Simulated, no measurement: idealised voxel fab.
Title: Process Module voxel transistor to metal
The figure presents cross-section cut, which has a width of 300 nm and is divided into square cells with an edge length of 5 nm.
How to read a cross-section here: the picture is a grid of square cells, written as bands going from the top down, and any band can span one or more rows of cells. Per band: top height and bottom height in nm, followed by the left-to-right materials and their widths in nm; "everywhere" marks a single material spanning edge to edge, "empty" marks empty space. Heads up on the height convention: 0 is the point under which the incoming wafer is all one material, and the lowest band has no bottom, it just keeps going down, like "0 and below". Quick explanation for "30..40": the width changes in equal steps down the rows of cells, from the first number in the band's top row to the second number in its bottom row. It should be understood that the words "nothing was modified", when stated for a given step, signify that the cross-section underwent no change in any of its cells during that step. Any empty space of 8 cells or more lacking an open way to the top shows up in "Cavities, closed" as width x height at distance, distance from the left edge, in nm. On a step's line, text after the settings is the simulator commenting on that step. Steps that use a mask can have "overlay nm" on their line. It says how far the mask sat to the right of where it was meant to be. Negative means to the left.

## Process steps (planned)
1,RECEIVE (material Si)
2,OXIDIZE (depth nm 5)
3,CONFORMAL_DEP (material SiN; thk nm 15)
4,PATTERN (tone cover; mask id ACTIVE; material resist; width nm 95; pitch nm 115; thk nm 20; overlay nm 0)
5,DIRECTIONAL_ETCH (etch materials SiN; depth nm 15)
6,DIRECTIONAL_ETCH (etch materials SiO2; depth nm 5)
7,DIRECTIONAL_ETCH (etch materials Si; depth nm 35)
8,STRIP (etch materials resist)
9,FILL_DEP (material SiO2; thk nm 15)
10,CMP (height nm 15)
11,SELECTIVE_ETCH (etch materials SiO2; depth nm 10)
12,STRIP (etch materials SiN)
13,SELECTIVE_ETCH (etch materials SiO2; depth nm 5)
14,OXIDIZE (depth nm 5)
15,DIRECTIONAL_DEP (material polySi; thk nm 20)
16,DIRECTIONAL_DEP (material SiCN; thk nm 10)
17,PATTERN (tone cover; mask id GATE; material resist; width nm 25; pitch nm 115; thk nm 15; overlay nm 0)
18,DIRECTIONAL_ETCH (etch materials SiCN; depth nm 20)
19,DIRECTIONAL_ETCH (etch materials polySi; depth nm 30)
20,STRIP (etch materials resist)
21,CONFORMAL_DEP (material SiN; thk nm 5)
22,DIRECTIONAL_ETCH (etch materials SiN; depth nm 5)
23,DIRECTIONAL_ETCH (etch materials SiO2; depth nm 5)
24,EPI (material SiGe; thk nm 5)
25,FILL_DEP (material SiO2; thk nm 10)
26,CMP (height nm 15)
27,STRIP (etch materials polySi)
28,SELECTIVE_ETCH (etch materials SiO2; depth nm 5)
29,CONFORMAL_DEP (material HfO2; thk nm 5)
30,CONFORMAL_DEP (material TiN; thk nm 5)
31,FILL_DEP (material W; thk nm 10)
32,CMP (height nm 10)
33,DIRECTIONAL_DEP (material SiO2; thk nm 10)
34,DIRECTIONAL_DEP (material aC; thk nm 10)
35,PATTERN (tone open; mask id CONTACT; material resist; width nm 15; thk nm 30; overlay nm 0)
36,DIRECTIONAL_ETCH (etch materials aC; depth nm 10)
37,STRIP (etch materials resist)
38,DIRECTIONAL_ETCH (etch materials SiO2; depth nm 25)
39,STRIP (etch materials aC)
40,CONFORMAL_DEP (material TiN; thk nm 5)
41,FILL_DEP (material Ru; thk nm 5)
42,CMP (height nm 20)
43,CONFORMAL_DEP (material SiN; thk nm 5)
44,DIRECTIONAL_DEP (material SiO2; thk nm 25)
45,MASKED_ETCH (tone open; mask id METAL_1; width nm 15; etch materials SiO2; depth nm 25; overlay nm 0)
46,MASKED_ETCH (tone open; mask id METAL_1; width nm 15; etch materials SiN; depth nm 5; overlay nm 0)
47,CONFORMAL_DEP (material TiN; thk nm 5)
48,FILL_DEP (material Ru; thk nm 10)
49,CMP (height nm 50)
50,CONFORMAL_DEP (material SiCN; thk nm 5)
51,DIRECTIONAL_DEP (material lowk; thk nm 30)
52,DIRECTIONAL_DEP (material aC; thk nm 10)
53,PATTERN (tone open; mask id METAL_2; material resist; width nm 15; pitch nm 115; thk nm 25; overlay nm 0)
54,DIRECTIONAL_ETCH (etch materials aC; depth nm 10)
55,STRIP (etch materials resist)
56,DIRECTIONAL_ETCH (etch materials lowk; depth nm 20)
57,STRIP (etch materials aC)
58,DIRECTIONAL_DEP (material aC; thk nm 15)
59,PATTERN (tone open; mask id METAL_2_HOLES; material resist; width nm 15; pitch nm 115; thk nm 30; overlay nm 0)
60,DIRECTIONAL_ETCH (etch materials aC; depth nm 15)
61,STRIP (etch materials resist)
62,DIRECTIONAL_ETCH (etch materials lowk; depth nm 10)
63,DIRECTIONAL_ETCH (etch materials SiCN; depth nm 5)
64,STRIP (etch materials aC)
65,CONFORMAL_DEP (material TiN; thk nm 5)
66,FILL_DEP (material Ru; thk nm 10)
67,CMP (height nm 85)
68,CONFORMAL_DEP (material SiN; thk nm 5)

## Wafer at receipt (post step 1), cross-section
0 and below | Si everywhere
Cavities, closed: none

## Wafer at module end, in section. Began as above, planned as above, run with one mistake
90 down to 85 | SiN everywhere
85 down to 55 | lowk=50 | TiN=5 | Ru=5 | TiN=5 | lowk=100 | TiN=5 | Ru=5 | TiN=5 | lowk=120
55 down to 50 | SiCN=50 | TiN=15 | SiCN=100 | TiN=15 | SiCN=120
50 down to 25 | SiO2=50 | TiN=5 | Ru=5 | TiN=5 | SiO2=55 | TiN=5 | Ru=5 | TiN=5 | SiO2=30 | TiN=5 | Ru=5 | TiN=5 | SiO2=55 | TiN=5 | Ru=5 | TiN=5 | SiO2=50
25 down to 20 | SiN=50 | TiN=15 | SiN=55 | TiN=15 | SiN=30 | TiN=15 | SiN=55 | TiN=15 | SiN=50
20 down to 15 | SiO2=50 | TiN=5 | Ru=5 | TiN=5 | SiO2=55 | TiN=5 | Ru=5 | TiN=5 | SiO2=30 | TiN=5 | Ru=5 | TiN=5 | SiO2=55 | TiN=5 | Ru=5 | TiN=5 | SiO2=50
15 down to 10 | SiO2=50 | TiN=15 | SiO2=55 | TiN=15 | SiO2=30 | TiN=15 | SiO2=55 | TiN=15 | SiO2=50
10 down to 0 | HfO2 everywhere
0 down to -5 | SiO2 everywhere
-5 and below | Si everywhere
Cavities, closed: none
Deviation from plan: step 3 ran differently from the plan; actual operation with settings: CONFORMAL_DEP (material HfO2; thk nm 15)
